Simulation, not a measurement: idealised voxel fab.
process module | voxel air gaps
cross-section cut | 285 nm wide | cells 5 nm
A cross-section is a grid of square cells, given in bands from the top down. A band is one or more rows of cells.
Each band's line starts with the height of the band's top and of its bottom, in nm. Then come its materials from left to right, each with its width in nm. One material with "throughout" fills the band from edge to edge. "air" is empty space.
Height 0 is the level under which the wafer as received is all one material. The lowest band goes on downwards, as in "0 down".
A width such as "30 to 40" changes by the same amount from each row of cells to the next, from the band's top row to its bottom row.
"no change" after a step means that no cell of the cross-section changed.
closed voids: empty space of 8 cells or more with no open way to the top, each as width x height at its distance from the left edge, in nm
after a step's settings: what the simulator itself notes on the step
overlay nm, on a step with a mask: how far to the right of its planned place the mask lay; to the left if negative
plan
1 op RECEIVE | material Si
2 op CONFORMAL_DEP | material SiO2 | thk nm 15
3 op CONFORMAL_DEP | material SiN | thk nm 5
4 op DIRECTIONAL_DEP | material SiO2 | thk nm 35
5 op PATTERN | tone open | mask id LINES | material resist | width nm 25 | pitch nm 50 | thk nm 20 | overlay nm 0
6 op DIRECTIONAL_ETCH | etch materials SiO2 | depth nm 35
7 op STRIP | etch materials resist
8 op CONFORMAL_DEP | material TiN | thk nm 5
9 op FILL_DEP | material W | thk nm 5
10 op CMP | height nm 55
11 op EPI | material Ru | thk nm 10
12 op SELECTIVE_ETCH | etch materials SiO2 | depth nm 45
13 op CONFORMAL_DEP | material SiCN | thk nm 5
as received, after step 1
  0 down: Si throughout
  closed voids: none
first wafer at the end, as planned
  70 to 65: air 65 | SiCN 155 | air 65
  65 to 55: air 65 | SiCN 5 | Ru 45 | SiCN 5 | Ru 45 | SiCN 5 | Ru 45 | SiCN 5 | air 65
  55 to 50: air 65 | SiCN 15 | TiN 5 | W 15 | TiN 5 | SiCN 25 | TiN 5 | W 15 | TiN 5 | SiCN 25 | TiN 5 | W 15 | TiN 5 | SiCN 15 | air 65
  50 to 25: air 75 | SiCN 5 | TiN 5 | W 15 | TiN 5 | SiCN 5 | air 15 | SiCN 5 | TiN 5 | W 15 | TiN 5 | SiCN 5 | air 15 | SiCN 5 | TiN 5 | W 15 | TiN 5 | SiCN 5 | air 75
  25 to 20: SiCN 80 | TiN 25 | SiCN 25 | TiN 25 | SiCN 25 | TiN 25 | SiCN 80
  20 to 15: SiN throughout
  15 to 0: SiO2 throughout
  0 down: Si throughout
  closed voids: 15 x 25 at 110; 15 x 25 at 160
second wafer at the end: like start, like plan, one mistake
  70 to 65: SiCN throughout
  65 to 55: Ru 90 | SiCN 5 | Ru 45 | SiCN 5 | Ru 45 | SiCN 5 | Ru 90
  55 to 50: W 75 | TiN 5 | SiCN 25 | TiN 5 | W 15 | TiN 5 | SiCN 25 | TiN 5 | W 15 | TiN 5 | SiCN 25 | TiN 5 | W 75
  50 to 25: W 75 | TiN 5 | SiCN 5 | air 15 | SiCN 5 | TiN 5 | W 15 | TiN 5 | SiCN 5 | air 15 | SiCN 5 | TiN 5 | W 15 | TiN 5 | SiCN 5 | air 15 | SiCN 5 | TiN 5 | W 75
  25 to 20: TiN 80 | SiCN 25 | TiN 25 | SiCN 25 | TiN 25 | SiCN 25 | TiN 80
  20 to 15: SiN throughout
  15 to 0: SiO2 throughout
  0 down: Si throughout
  closed voids: 15 x 25 at 85; 15 x 25 at 135; 15 x 25 at 185
what went wrong: step 5 ran as: op PATTERN | tone cover | mask id LINES | material resist | width nm 25 | pitch nm 50 | thk nm 20 | overlay nm 0
at the end the second wafer has, in cells: 54 more of Ru | 4 fewer of SiCN | 27 more of TiN | 162 more of W
closed voids at the end (first wafer, second wafer): 2, 3
